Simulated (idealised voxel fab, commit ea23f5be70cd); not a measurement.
The following process module bears the name voxel wiring stack.
Cross-section cut spans 275 nm and uses square cells 5 nm in size.
Cross-section spec: square-cell grid; bands listed top down; each band is one or more rows.
Per band: top height and bottom height in nm, followed by the left-to-right materials and their widths in nm; "all across" marks a single material spanning edge to edge, "air" marks empty space.
Height is counted from the level 0, under which the received wafer is composed throughout of one material. The lowest of the bands is not closed at the bottom but continues downward, in the notation "z 0 and below".
With a width like "30 to 40", each row of cells in the band differs from the next by the same amount, the top row carrying the first number and the bottom row the second.
For the purposes of this document, the phrase "no modification" attached to a step denotes that no cell within the cross-section was modified by that step.
So "Closed void roster" is basically the list of trapped voids: any empty space of 8 cells or more that can't reach the top through an opening. They're written width x height at distance, the distance being from the left edge, and it's all nm.
Heads up: the bit after the settings on a step's line is the simulator's remark on that step.
Among the settings permitted on a step's line is "overlay nm"; applied to a step with a mask, it specifies the extent to which the mask lay to the right of its planned position, whereas a negative figure signifies a position to the left.
**Steps in the process plan**
- 1: RECEIVE (material Si)
- 2: CONFORMAL_DEP (material SiO2; thk nm 10)
- 3: CONFORMAL_DEP (material SiN; thk nm 5)
- 4: DIRECTIONAL_DEP (material SiO2; thk nm 15)
- 5: DIRECTIONAL_DEP (material aC; thk nm 10)
- 6: PATTERN (tone open; mask id METAL_1; material resist; width nm 20; pitch nm 40; thk nm 25; overlay nm 0)
- 7: DIRECTIONAL_ETCH (etch materials aC; depth nm 10)
- 8: STRIP (etch materials resist)
- 9: DIRECTIONAL_ETCH (etch materials SiO2; depth nm 15)
- 10: DIRECTIONAL_ETCH (etch materials SiN; depth nm 5)
- 11: STRIP (etch materials aC)
- 12: CONFORMAL_DEP (material TiN; thk nm 5)
- 13: FILL_DEP (material Cu; thk nm 5)
- 14: CMP (height nm 30)
- 15: CONFORMAL_DEP (material SiCN; thk nm 5)
- 16: DIRECTIONAL_DEP (material SiO2; thk nm 20)
- 17: MASKED_ETCH (tone open; mask id PLUG_1; width nm 15; pitch nm 40; etch materials SiO2; depth nm 20; overlay nm 0)
- 18: MASKED_ETCH (tone open; mask id PLUG_1; width nm 15; pitch nm 40; etch materials SiCN; depth nm 5; overlay nm 0)
- 19: EPI (material Ru; thk nm 10)
- 20: EPI (material Ru; thk nm 10)
- 21: EPI (material Ru; thk nm 5)
- 22: CONFORMAL_DEP (material SiN; thk nm 5)
- 23: DIRECTIONAL_DEP (material SiO2; thk nm 20)
- 24: DIRECTIONAL_DEP (material aC; thk nm 10)
- 25: PATTERN (tone open; mask id METAL_2; material resist; width nm 20; pitch nm 40; thk nm 25; overlay nm 0)
- 26: DIRECTIONAL_ETCH (etch materials aC; depth nm 10)
- 27: STRIP (etch materials resist)
- 28: DIRECTIONAL_ETCH (etch materials SiO2; depth nm 20)
- 29: DIRECTIONAL_ETCH (etch materials SiN; depth nm 5)
- 30: STRIP (etch materials aC)
- 31: CONFORMAL_DEP (material TiN; thk nm 5)
- 32: FILL_DEP (material Ru; thk nm 10)
- 33: CMP (height nm 80)
- 34: CONFORMAL_DEP (material SiCN; thk nm 5)
- 35: DIRECTIONAL_DEP (material lowk; thk nm 20)
- 36: DIRECTIONAL_DEP (material aC; thk nm 15)
- 37: PATTERN (tone open; mask id PLUG_2; material resist; width nm 15; pitch nm 40; thk nm 30; overlay nm 0)
- 38: DIRECTIONAL_ETCH (etch materials aC; depth nm 15)
- 39: STRIP (etch materials resist)
- 40: DIRECTIONAL_ETCH (etch materials lowk; depth nm 20)
- 41: DIRECTIONAL_ETCH (etch materials SiCN; depth nm 5)
- 42: STRIP (etch materials aC)
- 43: CONFORMAL_DEP (material TiN; thk nm 5)
- 44: FILL_DEP (material W; thk nm 10)
- 45: CMP (height nm 105)
- 46: DIRECTIONAL_DEP (material TiN; thk nm 5)
- 47: DIRECTIONAL_DEP (material W; thk nm 15)
- 48: MASKED_ETCH (tone cover; mask id METAL_3; width nm 20; pitch nm 40; etch materials W; depth nm 15; overlay nm 0)
- 49: MASKED_ETCH (tone cover; mask id METAL_3; width nm 20; pitch nm 40; etch materials TiN; depth nm 5; overlay nm 0)
- 50: FILL_DEP (material lowk; thk nm 5)
- 51: CMP (height nm 125)
- 52: CONFORMAL_DEP (material SiCN; thk nm 5)
**Cross-section of the incoming wafer, state after step 1**
  z 0 and below  Si all across
  Closed void roster: none
**One mistake in running the module, otherwise start and plan as above: cross-section at the end**
  z 130 to 125  SiCN all across
  z 125 to 110  lowk 65; W 20; lowk 20; W 20; lowk 20; W 20; lowk 20; W 20; lowk 70
  z 110 to 105  lowk 65; TiN 20; lowk 20; TiN 20; lowk 20; TiN 20; lowk 20; TiN 20; lowk 70
  z 105 to 85  lowk 65; TiN 5; W 5; TiN 5; lowk 25; TiN 5; W 5; TiN 5; lowk 25; TiN 5; W 5; TiN 5; lowk 25; TiN 5; W 5; TiN 5; lowk 75
  z 85 to 80  SiCN 65; TiN 15; SiCN 25; TiN 15; SiCN 25; TiN 15; SiCN 25; TiN 15; SiCN 75
  z 80 to 70  SiO2 65; TiN 5; Ru 10; TiN 5; SiO2 20; TiN 5; Ru 10; TiN 5; SiO2 20; TiN 5; Ru 10; TiN 5; SiO2 20; TiN 5; Ru 10; TiN 5; SiO2 70
  z 70 to 65  SiN 65; TiN 20; SiN 20; TiN 20; SiN 20; TiN 20; SiN 20; TiN 20; SiN 70
  z 65 to 55  SiN all across
  z 55 to 35  SiO2 65; Ru 15; SiO2 25; Ru 15; SiO2 25; Ru 15; SiO2 25; Ru 15; SiO2 75
  z 35 to 30  SiCN 65; Ru 15; SiCN 25; Ru 15; SiCN 25; Ru 15; SiCN 25; Ru 15; SiCN 75
  z 30 to 15  SiO2 65; TiN 5; Cu 10; TiN 5; SiO2 20; TiN 5; Cu 10; TiN 5; SiO2 20; TiN 5; Cu 10; TiN 5; SiO2 20; TiN 5; Cu 10; TiN 5; SiO2 70
  z 15 to 10  SiN 65; TiN 20; SiN 20; TiN 20; SiN 20; TiN 20; SiN 20; TiN 20; SiN 70
  z 10 to 0  SiO2 all across
  z 0 and below  Si all across
  Closed void roster: none
Heads up, the wafer didn't run the way we planned it: step 22 changed vs plan, executed as CONFORMAL_DEP (material SiN; thk nm 15)
